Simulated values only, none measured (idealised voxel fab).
process module | voxel gate over fins
cross-section cut | 280 nm wide | cells 5 nm
A cross-section is a grid of square cells, given in bands from the top down. A band is one or more rows of cells.
Each band's line starts with the height of the band's top and of its bottom, in nm. Then come its materials from left to right, each with its width in nm. One material with "throughout" fills the band from edge to edge. "air" is empty space.
Height 0 is the level under which the wafer as received is all one material. The lowest band goes on downwards, as in "0 down".
A width such as "30 to 40" changes by the same amount from each row of cells to the next, from the band's top row to its bottom row.
"no change" after a step means that no cell of the cross-section changed.
closed voids: empty space of 8 cells or more with no open way to the top, each as width x height at its distance from the left edge, in nm
after a step's settings: what the simulator itself notes on the step
overlay nm, on a step with a mask: how far to the right of its planned place the mask lay; to the left if negative
Each pair below shows a cross-section before one step and the cross-section after it, down to the lowest band that changed. The line under each pair gives the step between them, with its settings. The pairs can come from different runs of this module on the same starting wafer, so a pair continues from the pair above only where its "before" says so.
before
  5 to 0: air 70 | HfO2 15 | air 45 | HfO2 15 | air 45 | HfO2 15 | air 75
  0 to -10: air 70 | HfO2 5 | Si 5 | HfO2 5 | air 45 | HfO2 5 | Si 5 | HfO2 5 | air 45 | HfO2 5 | Si 5 | HfO2 5 | air 75
  -10 to -15: HfO2 75 | Si 5 | HfO2 55 | Si 5 | HfO2 55 | Si 5 | HfO2 80
  -15 to -20: SiO2 75 | Si 5 | SiO2 55 | Si 5 | SiO2 55 | Si 5 | SiO2 80
  -20 to -25: TiN 70 | SiO2 5 | Si 5 | SiO2 5 | TiN 15 | SiO2 15 | TiN 15 | SiO2 5 | Si 5 | SiO2 5 | TiN 45 | SiO2 5 | Si 5 | SiO2 5 | TiN 75
  -25 to -35: SiO2 75 | Si 5 | SiO2 55 | Si 5 | SiO2 55 | Si 5 | SiO2 80
  -35 down: Si throughout
  closed voids: none
after
  10 to 5: air 65 | TiN 25 | air 35 | TiN 25 | air 35 | TiN 25 | air 70
  5 to 0: air 65 | TiN 5 | HfO2 15 | TiN 5 | air 35 | TiN 5 | HfO2 15 | TiN 5 | air 35 | TiN 5 | HfO2 15 | TiN 5 | air 70
  0 to -5: air 65 | TiN 5 | HfO2 5 | Si 5 | HfO2 5 | TiN 5 | air 35 | TiN 5 | HfO2 5 | Si 5 | HfO2 5 | TiN 5 | air 35 | TiN 5 | HfO2 5 | Si 5 | HfO2 5 | TiN 5 | air 70
  -5 to -10: TiN 70 | HfO2 5 | Si 5 | HfO2 5 | TiN 45 | HfO2 5 | Si 5 | HfO2 5 | TiN 45 | HfO2 5 | Si 5 | HfO2 5 | TiN 75
  below -10: unchanged
  closed voids: none
the step between: op CONFORMAL_DEP | material TiN | thk nm 5
before: the cross-section after the pair above
after
  25 to 10: W throughout
  10 to 5: W 65 | TiN 25 | W 35 | TiN 25 | W 35 | TiN 25 | W 70
  5 to 0: W 65 | TiN 5 | HfO2 15 | TiN 5 | W 35 | TiN 5 | HfO2 15 | TiN 5 | W 35 | TiN 5 | HfO2 15 | TiN 5 | W 70
  0 to -5: W 65 | TiN 5 | HfO2 5 | Si 5 | HfO2 5 | TiN 5 | W 35 | TiN 5 | HfO2 5 | Si 5 | HfO2 5 | TiN 5 | W 35 | TiN 5 | HfO2 5 | Si 5 | HfO2 5 | TiN 5 | W 70
  below -5: unchanged
  closed voids: none
the step between: op FILL_DEP | material W | thk nm 15
before: the cross-section after the pair above
after
  20 to 10: W throughout
  below 10: unchanged
  closed voids: none
the step between: op CMP | height nm 20
before: the cross-section after the pair above
after
  30 to 20: SiCN throughout
  below 20: unchanged
  closed voids: none
the step between: op CONFORMAL_DEP | material SiCN | thk nm 10
